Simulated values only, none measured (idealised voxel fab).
process module | voxel transistor to metal
cross-section cut | 285 nm wide | cells 5 nm
A cross-section is a grid of square cells, given in bands from the top down. A band is one or more rows of cells.
Each band's line starts with the height of the band's top and of its bottom, in nm. Then come its materials from left to right, each with its width in nm. One material with "throughout" fills the band from edge to edge. "air" is empty space.
Height 0 is the level under which the wafer as received is all one material. The lowest band goes on downwards, as in "0 down".
A width such as "30 to 40" changes by the same amount from each row of cells to the next, from the band's top row to its bottom row.
"no change" after a step means that no cell of the cross-section changed.
closed voids: empty space of 8 cells or more with no open way to the top, each as width x height at its distance from the left edge, in nm
after a step's settings: what the simulator itself notes on the step
overlay nm, on a step with a mask: how far to the right of its planned place the mask lay; to the left if negative
plan
1 op RECEIVE | material Si
2 op OXIDIZE | depth nm 5
3 op CONFORMAL_DEP | material SiN | thk nm 15
4 op MASKED_ETCH | tone cover | mask id ACTIVE | width nm 115 | pitch nm 140 | etch materials SiN | depth nm 15 | overlay nm 0
5 op MASKED_ETCH | tone cover | mask id ACTIVE | width nm 115 | pitch nm 140 | etch materials SiO2 | depth nm 5 | overlay nm 0
6 op MASKED_ETCH | tone cover | mask id ACTIVE | width nm 115 | pitch nm 140 | etch materials Si | depth nm 30 | overlay nm 0
7 op OXIDIZE | depth nm 5
8 op FILL_DEP | material SiO2 | thk nm 5
9 op CMP | height nm 15
10 op SELECTIVE_ETCH | etch materials SiO2 | depth nm 5
11 op STRIP | etch materials SiN
12 op SELECTIVE_ETCH | etch materials SiO2 | depth nm 5
13 op OXIDIZE | depth nm 5
14 op DIRECTIONAL_DEP | material polySi | thk nm 20
15 op DIRECTIONAL_DEP | material SiCN | thk nm 10
16 op DIRECTIONAL_DEP | material aC | thk nm 15
17 op PATTERN | tone cover | mask id GATE | material resist | width nm 25 | pitch nm 140 | thk nm 30 | overlay nm 0
18 op DIRECTIONAL_ETCH | etch materials aC | depth nm 15
19 op STRIP | etch materials resist
20 op DIRECTIONAL_ETCH | etch materials SiCN | depth nm 20
21 op DIRECTIONAL_ETCH | etch materials polySi | depth nm 30
22 op STRIP | etch materials aC
23 op CONFORMAL_DEP | material SiN | thk nm 10
24 op DIRECTIONAL_ETCH | etch materials SiN | depth nm 10
25 op DIRECTIONAL_ETCH | etch materials SiO2 | depth nm 5
26 op DIRECTIONAL_ETCH | etch materials Si | depth nm 15
27 op EPI | material SiGe | thk nm 15
28 op FILL_DEP | material SiO2 | thk nm 5
29 op CMP | height nm 15
30 op STRIP | etch materials polySi
31 op SELECTIVE_ETCH | etch materials SiO2 | depth nm 5
32 op CONFORMAL_DEP | material HfO2 | thk nm 5
33 op CONFORMAL_DEP | material TiN | thk nm 5
34 op FILL_DEP | material W | thk nm 5
35 op CMP | height nm 10
36 op DIRECTIONAL_DEP | material SiO2 | thk nm 15
37 op MASKED_ETCH | tone open | mask id CONTACT | width nm 20 | etch materials SiO2 | depth nm 35 | overlay nm 0
38 op CONFORMAL_DEP | material TiN | thk nm 5
39 op FILL_DEP | material Ru | thk nm 5
40 op CMP | height nm 25
41 op CONFORMAL_DEP | material SiCN | thk nm 5
42 op DIRECTIONAL_DEP | material SiO2 | thk nm 25
43 op DIRECTIONAL_DEP | material aC | thk nm 10
44 op PATTERN | tone open | mask id METAL_1 | material resist | width nm 20 | thk nm 30 | overlay nm 0
45 op DIRECTIONAL_ETCH | etch materials aC | depth nm 10
46 op STRIP | etch materials resist
47 op DIRECTIONAL_ETCH | etch materials SiO2 | depth nm 25
48 op DIRECTIONAL_ETCH | etch materials SiCN | depth nm 5
49 op STRIP | etch materials aC
50 op CONFORMAL_DEP | material TiN | thk nm 5
51 op FILL_DEP | material W | thk nm 5
52 op CMP | height nm 55
53 op CONFORMAL_DEP | material SiCN | thk nm 5
54 op DIRECTIONAL_DEP | material SiO2 | thk nm 25
55 op MASKED_ETCH | tone open | mask id METAL_2_HOLES | width nm 15 | pitch nm 140 | etch materials SiO2 | depth nm 25 | overlay nm 0
56 op DIRECTIONAL_DEP | material aC | thk nm 10
57 op PATTERN | tone open | mask id METAL_2 | material resist | width nm 20 | pitch nm 140 | thk nm 25 | overlay nm 0
58 op DIRECTIONAL_ETCH | etch materials aC | depth nm 10
59 op STRIP | etch materials resist
60 op DIRECTIONAL_ETCH | etch materials SiO2 | depth nm 15
61 op DIRECTIONAL_ETCH | etch materials SiCN | depth nm 5
62 op STRIP | etch materials aC
63 op CONFORMAL_DEP | material TiN | thk nm 5
64 op FILL_DEP | material Cu | thk nm 5
65 op CMP | height nm 85
66 op CONFORMAL_DEP | material SiCN | thk nm 5
as received, after step 1
  0 down: Si throughout
  closed voids: none
a wafer at the end: this start, this plan, one mistake
  90 to 85: SiCN throughout
  85 to 75: SiO2 20 | TiN 5 | Cu 10 | TiN 5 | SiO2 120 | TiN 5 | Cu 10 | TiN 5 | SiO2 105
  75 to 70: SiO2 20 | TiN 5 | Cu 5 | TiN 10 | SiO2 120 | TiN 5 | Cu 5 | TiN 10 | SiO2 105
  70 to 60: SiO2 20 | TiN 5 | Cu 5 | TiN 5 | SiO2 125 | TiN 5 | Cu 5 | TiN 5 | SiO2 110
  60 to 55: SiCN 20 | TiN 15 | SiCN 125 | TiN 15 | SiCN 110
  55 to 30: SiO2 20 | TiN 5 | SiN 10 | TiN 5 | SiO2 65 | TiN 5 | SiN 10 | TiN 5 | SiO2 35 | TiN 5 | SiN 10 | TiN 5 | SiO2 65 | TiN 5 | SiN 10 | TiN 5 | SiO2 20
  30 to 25: SiCN 20 | TiN 20 | SiCN 65 | TiN 20 | SiCN 35 | TiN 20 | SiCN 65 | TiN 20 | SiCN 20
  25 to 10: SiO2 20 | TiN 5 | Ru 10 | TiN 5 | SiO2 65 | TiN 5 | Ru 10 | TiN 5 | SiO2 35 | TiN 5 | Ru 10 | TiN 5 | SiO2 65 | TiN 5 | Ru 10 | TiN 5 | SiO2 20
  10 to 5: SiO2 20 | TiN 5 | Ru 5 | TiN 10 | SiO2 10 | SiN 10 | HfO2 5 | TiN 5 | W 5 | TiN 5 | HfO2 5 | SiN 10 | SiO2 10 | TiN 10 | Ru 5 | TiN 5 | SiO2 35 | TiN 5 | Ru 5 | TiN 10 | SiO2 10 | SiN 10 | HfO2 5 | TiN 5 | W 5 | TiN 5 | HfO2 5 | SiN 10 | SiO2 10 | TiN 10 | Ru 5 | TiN 5 | SiO2 20
  5 to 0: SiO2 10 | SiN 10 | TiN 5 | Ru 5 | TiN 5 | SiGe 15 | SiN 10 | HfO2 5 | TiN 5 | W 5 | TiN 5 | HfO2 5 | SiN 10 | SiGe 15 | TiN 5 | Ru 5 | TiN 5 | SiN 10 | SiO2 15 | SiN 10 | TiN 5 | Ru 5 | TiN 5 | SiGe 15 | SiN 10 | HfO2 5 | TiN 5 | W 5 | TiN 5 | HfO2 5 | SiN 10 | SiGe 15 | TiN 5 | Ru 5 | TiN 5 | SiN 10 | SiO2 10
  0 to -5: SiO2 10 | SiN 10 | TiN 5 | Ru 5 | TiN 5 | SiGe 15 | SiN 10 | HfO2 5 | TiN 15 | HfO2 5 | SiN 10 | SiGe 15 | TiN 5 | Ru 5 | TiN 5 | SiN 10 | SiO2 15 | SiN 10 | TiN 5 | Ru 5 | TiN 5 | SiGe 15 | SiN 10 | HfO2 5 | TiN 15 | HfO2 5 | SiN 10 | SiGe 15 | TiN 5 | Ru 5 | TiN 5 | SiN 10 | SiO2 10
  -5 to -10: SiO2 20 | TiN 15 | SiGe 15 | SiO2 5 | HfO2 35 | SiO2 5 | SiGe 15 | TiN 15 | SiO2 35 | TiN 15 | SiGe 15 | SiO2 5 | HfO2 35 | SiO2 5 | SiGe 15 | TiN 15 | SiO2 20
  -10 to -25: SiO2 20 | SiGe 30 | Si 45 | SiGe 30 | SiO2 35 | SiGe 30 | Si 45 | SiGe 30 | SiO2 20
  -25 to -40: SiO2 20 | Si 105 | SiO2 35 | Si 105 | SiO2 20
  -40 down: Si throughout
  closed voids: none
what went wrong: step 51 ran as: op FILL_DEP | material SiN | thk nm 5
